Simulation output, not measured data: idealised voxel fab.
Name of the process module below: voxel ribs on slabs
We display cut, a cross-section 210 nm in width whose square cells are each 5 nm.
The cross-sections in this document take the form of a grid made of square cells. They are written out as bands, in order from top to bottom. Each band consists of one or more rows of cells.
Read a band's entry like this: the first values are the height of its top and the height of its bottom in nm, and what follows is the sequence of materials from left to right, each with its width in nm. Note that "air" is empty space, and that a single material marked "everywhere" reaches across the band from edge to edge.
Heights are expressed relative to 0, this being the level below which the as-received wafer comprises one material exclusively. The lowest band is unbounded in the downward direction and is denoted as in "0 down".
Width: "30->40" (first number = top row, second number = bottom row, same change from row to row of cells).
"nothing changed" for a step: no cell of the cross-section changed in that step.
Entry "Enclosed voids" = empty spaces >= 8 cells with no open way to the top; each as width x height at distance, distance from left edge, all nm.
Past the settings on a step's line: simulator remark, on that step.
If you see "overlay nm" on a step's line and that step has a mask, it's telling you how far right of where it was planned the mask ended up; a negative number means it went left instead.

-- plan
1) op RECEIVE | material Si
2) op DIRECTIONAL_DEP | material SiO2 | thk nm 25
3) op DIRECTIONAL_DEP | material SiN | thk nm 25
4) op DIRECTIONAL_DEP | material aC | thk nm 10
5) op PATTERN | tone cover | mask id RIB | material resist | width nm 15 | thk nm 25 | overlay nm 0
6) op DIRECTIONAL_ETCH | etch materials aC | depth nm 10
7) op STRIP | etch materials resist
8) op DIRECTIONAL_ETCH | etch materials SiN | depth nm 20
9) op STRIP | etch materials aC
10) op PATTERN | tone cover | mask id SLAB | material resist | width nm 45 | thk nm 15 | overlay nm 0
11) op DIRECTIONAL_ETCH | etch materials SiN | depth nm 5
12) op STRIP | etch materials resist
13) op FILL_DEP | material SiO2 | thk nm 20
14) op CMP | height nm 60
15) op DIRECTIONAL_DEP | material W | thk nm 10
16) op MASKED_ETCH | tone cover | mask id HEATER | width nm 25 | etch materials W | depth nm 10 | overlay nm 0
17) op CONFORMAL_DEP | material SiO2 | thk nm 5

-- Step 1 complete: cross-section of the wafer as received
	0 down = Si everywhere
	Enclosed voids: none

-- First of two wafers, end-of-module section, run followed plan
	75 to 70 = air 85 nm / SiO2 35 nm / air 90 nm
	70 to 65 = air 85 nm / SiO2 5 nm / W 25 nm / SiO2 5 nm / air 90 nm
	65 to 60 = SiO2 90 nm / W 25 nm / SiO2 95 nm
	60 to 50 = SiO2 everywhere
	50 to 30 = SiO2 95 nm / SiN 15 nm / SiO2 100 nm
	30 to 25 = SiO2 80 nm / SiN 45 nm / SiO2 85 nm
	25 to 0 = SiO2 everywhere
	0 down = Si everywhere
	Enclosed voids: none

-- Module end: cross-section of wafer two of two. Same start and process plan as the first wafer. One mistake during execution
	70 to 60 = air 90 nm / W 25 nm / air 95 nm
	60 to 50 = SiO2 everywhere
	50 to 30 = SiO2 95 nm / SiN 15 nm / SiO2 100 nm
	30 to 25 = SiO2 80 nm / SiN 45 nm / SiO2 85 nm
	25 to 0 = SiO2 everywhere
	0 down = Si everywhere
	Enclosed voids: none
The plan and the run diverged here: the plan's step 17 went unexecuted, having been skipped
It is noted that, at the conclusion of processing, the second wafer exhibits a higher or lower cell count for certain materials relative to the first: SiO2: 46 fewer
